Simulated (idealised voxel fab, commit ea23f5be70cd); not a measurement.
Process module, titled voxel self aligned vias
It is cross-section cut that appears here, measuring 200 nm in width, its square cells being 5 nm in size.
Just so we're on the same page, the cross-sections are grids of square cells, and they're listed out in bands top to bottom, each band one or more rows deep.
Top height, bottom height, nm. Materials left to right, width each, nm. Single material + "full width" = fills band edge to edge. "air" = empty.
Zero point of the height axis is 0; under it, received wafer = one material. Lowest band: continues down indefinitely, "0 -> down".
Top row gets the first number, bottom row gets the second, and each row in between changes by the same step: that is how a band width like "30 to 40" works.
The designation "no alterations made", where it is given for a processing step, indicates that no cell of the cross-section was altered in the course of that step.
Entry "Trapped voids". Content: empty spaces with no open connection to the top, size 8 cells or greater. Each: width x height at distance. Distance: from left edge. Unit: nm.
On a step's line, text after the settings is the simulator commenting on that step.
"overlay nm" answers the question of how far to the right of plan the mask lay on a step that has a mask, and when it is negative the answer is to the left.
**Process steps - plan**
1,RECEIVE: material Si
2,CONFORMAL_DEP: material SiO2, thk nm 15
3,CONFORMAL_DEP: material SiCN, thk nm 5
4,DIRECTIONAL_DEP: material SiO2, thk nm 20
5,DIRECTIONAL_DEP: material aC, thk nm 10
6,PATTERN: tone open, mask id LINES, material resist, width nm 20, pitch nm 65, thk nm 25, overlay nm 0
7,DIRECTIONAL_ETCH: etch materials aC, depth nm 10
8,STRIP: etch materials resist
9,DIRECTIONAL_ETCH: etch materials SiO2, depth nm 20
10,STRIP: etch materials aC
11,CONFORMAL_DEP: material TiN, thk nm 5
12,FILL_DEP: material Ru, thk nm 5
13,CMP: height nm 40
14,SELECTIVE_ETCH: etch materials W Ru TiN, depth nm 10
15,FILL_DEP: material SiN, thk nm 5
16,CMP: height nm 40
17,DIRECTIONAL_DEP: material SiO2, thk nm 20
18,PATTERN: tone open, mask id VIAS, material resist, width nm 40, pitch nm 65, thk nm 20, overlay nm 0
19,DIRECTIONAL_ETCH: etch materials SiO2, depth nm 20
20,DIRECTIONAL_ETCH: etch materials SiN, depth nm 10
21,STRIP: etch materials resist
22,CONFORMAL_DEP: material TiN, thk nm 5
23,FILL_DEP: material W, thk nm 10
24,CMP: height nm 60
25,CONFORMAL_DEP: material SiN, thk nm 5
**Received-state cross-section, reflecting completion of step 1**
  0 -> down = Si full width
  Trapped voids: none
**Look at the cross-section after the module: the wafer started out the way shown above and the plan was the one shown above, yet one mistake was made along the way**
  65 -> 60 = SiN full width
  60 -> 45 = SiO2 45, TiN 5, W 30, TiN 5, SiO2 25, TiN 5, W 30, TiN 5, SiO2 50
  45 -> 35 = SiO2 45 to 55, TiN 15 to 5, W 10, TiN 15 to 5, SiO2 25 to 45, TiN 15 to 5, W 10, TiN 15 to 5, SiO2 50 to 60
  35 -> 30 = SiO2 55, TiN 20, SiO2 45, TiN 20, SiO2 60
  30 -> 25 = SiO2 55, SiN 5, Ru 10, SiN 5, SiO2 45, SiN 5, Ru 10, SiN 5, SiO2 60
  25 -> 20 = SiO2 55, SiN 20, SiO2 45, SiN 20, SiO2 60
  20 -> 15 = SiCN full width
  15 -> 0 = SiO2 full width
  0 -> down = Si full width
  Trapped voids: none
Short version of what went wrong: in deviation from the planned setting, step 11 was conducted as CONFORMAL_DEP: material SiN, thk nm 5
